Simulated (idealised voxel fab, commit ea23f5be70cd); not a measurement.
Process module heading - voxel wiring stack
We display cut, a cross-section 175 nm in width whose square cells are each 5 nm.
Think of the cross-section as a grid of square cells. We describe it in bands, top to bottom, and each band covers one or more rows of those cells.
Per band: top height and bottom height in nm, followed by the left-to-right materials and their widths in nm; "throughout" marks a single material spanning edge to edge, "air" marks empty space.
Height 0 is the level under which the wafer as received is all one material. The lowest band goes on downwards, as in "from 0 down".
Per-row width for "30..40": begins at first number (top row of band), ends at second number (bottom row), increment between rows held constant.
Given "nothing different" for a step, no cell of the cross-section differs between before and after that step.
"Closed void list" enumerates empty spaces isolated from the top, with no open way to it, that contain at least 8 cells, giving each as width x height at distance from the left edge, all three in nm.
Past the settings on a step's line: simulator remark, on that step.
When a step includes a mask, the "overlay nm" setting on its line states how far to the right of its planned place that mask lay, and negative values state how far to the left.

List of planned process steps:
step 1: RECEIVE,material Si
step 2: CONFORMAL_DEP,material SiO2,thk nm 15
step 3: DIRECTIONAL_DEP,material TiN,thk nm 5
step 4: DIRECTIONAL_DEP,material Ru,thk nm 15
step 5: MASKED_ETCH,tone cover,mask id METAL_1,width nm 20,pitch nm 40,etch materials Ru,depth nm 15,overlay nm 0
step 6: MASKED_ETCH,tone cover,mask id METAL_1,width nm 20,pitch nm 40,etch materials TiN,depth nm 5,overlay nm 0
step 7: CONFORMAL_DEP,material SiN,thk nm 5
step 8: FILL_DEP,material SiO2,thk nm 10
step 9: CMP,height nm 35
step 10: CONFORMAL_DEP,material SiCN,thk nm 5
step 11: DIRECTIONAL_DEP,material SiO2,thk nm 20
step 12: DIRECTIONAL_DEP,material aC,thk nm 10
step 13: PATTERN,tone open,mask id PLUG_1,material resist,width nm 15,pitch nm 80,thk nm 30,overlay nm 0
step 14: DIRECTIONAL_ETCH,etch materials aC,depth nm 10
step 15: STRIP,etch materials resist
step 16: DIRECTIONAL_ETCH,etch materials SiO2,depth nm 20
step 17: DIRECTIONAL_ETCH,etch materials SiCN,depth nm 5
step 18: STRIP,etch materials aC
step 19: CONFORMAL_DEP,material TiN,thk nm 5
step 20: FILL_DEP,material Ru,thk nm 5
step 21: CMP,height nm 60
step 22: CONFORMAL_DEP,material SiCN,thk nm 5
step 23: DIRECTIONAL_DEP,material SiO2,thk nm 15
step 24: MASKED_ETCH,tone open,mask id METAL_2,width nm 20,pitch nm 40,etch materials SiO2,depth nm 15,overlay nm 0
step 25: MASKED_ETCH,tone open,mask id METAL_2,width nm 20,pitch nm 40,etch materials SiCN,depth nm 5,overlay nm 0
step 26: CONFORMAL_DEP,material TiN,thk nm 5
step 27: FILL_DEP,material Ru,thk nm 5
step 28: CMP,height nm 80
step 29: CONFORMAL_DEP,material SiCN,thk nm 5

As-received wafer cross-section (after step 1):
> from 0 down  Si throughout
> Closed void list: none

As-planned run: cross-section of the first of two wafers at end of module:
> from 85 to 80  SiCN throughout
> from 80 to 65  SiO2 35 nm / TiN 5 nm / Ru 10 nm / TiN 5 nm / SiO2 20 nm / TiN 5 nm / Ru 10 nm / TiN 5 nm / SiO2 20 nm / TiN 5 nm / Ru 10 nm / TiN 5 nm / SiO2 40 nm
> from 65 to 60  SiCN 35 nm / TiN 20 nm / SiCN 20 nm / TiN 20 nm / SiCN 20 nm / TiN 20 nm / SiCN 40 nm
> from 60 to 40  SiO2 35 nm / TiN 5 nm / Ru 5 nm / TiN 5 nm / SiO2 65 nm / TiN 5 nm / Ru 5 nm / TiN 5 nm / SiO2 45 nm
> from 40 to 35  SiCN 35 nm / TiN 15 nm / SiCN 65 nm / TiN 15 nm / SiCN 45 nm
> from 35 to 20  SiO2 30 nm / SiN 5 nm / Ru 20 nm / SiN 5 nm / SiO2 10 nm / SiN 5 nm / Ru 20 nm / SiN 5 nm / SiO2 10 nm / SiN 5 nm / Ru 20 nm / SiN 5 nm / SiO2 35 nm
> from 20 to 15  SiN 35 nm / TiN 20 nm / SiN 20 nm / TiN 20 nm / SiN 20 nm / TiN 20 nm / SiN 40 nm
> from 15 to 0  SiO2 throughout
> from 0 down  Si throughout
> Closed void list: none

Wafer two, sectioned after the module: the first wafer's start, the first wafer's plan, and one mistake in how it was run:
> from 85 to 80  SiCN throughout
> from 80 to 65  SiO2 35 nm / TiN 5 nm / Ru 10 nm / TiN 5 nm / SiO2 20 nm / TiN 5 nm / Ru 10 nm / TiN 5 nm / SiO2 20 nm / TiN 5 nm / Ru 10 nm / TiN 5 nm / SiO2 40 nm
> from 65 to 60  SiCN 35 nm / TiN 20 nm / SiCN 20 nm / TiN 20 nm / SiCN 20 nm / TiN 20 nm / SiCN 40 nm
> from 60 to 40  SiO2 35 nm / TiN 5 nm / SiO2 5 nm / TiN 5 nm / SiO2 65 nm / TiN 5 nm / SiO2 5 nm / TiN 5 nm / SiO2 45 nm
> from 40 to 35  SiCN 35 nm / TiN 15 nm / SiCN 65 nm / TiN 15 nm / SiCN 45 nm
> from 35 to 20  SiO2 30 nm / SiN 5 nm / Ru 20 nm / SiN 5 nm / SiO2 10 nm / SiN 5 nm / Ru 20 nm / SiN 5 nm / SiO2 10 nm / SiN 5 nm / Ru 20 nm / SiN 5 nm / SiO2 35 nm
> from 20 to 15  SiN 35 nm / TiN 20 nm / SiN 20 nm / TiN 20 nm / SiN 20 nm / TiN 20 nm / SiN 40 nm
> from 15 to 0  SiO2 throughout
> from 0 down  Si throughout
> Closed void list: none
The plan and the run diverged here: it should be noted that step 20 was executed with settings other than those planned, the operation and settings actually applied being FILL_DEP,material SiO2,thk nm 5
Cell-count delta at end, second wafer over first, by material: -8 Ru, +8 SiO2
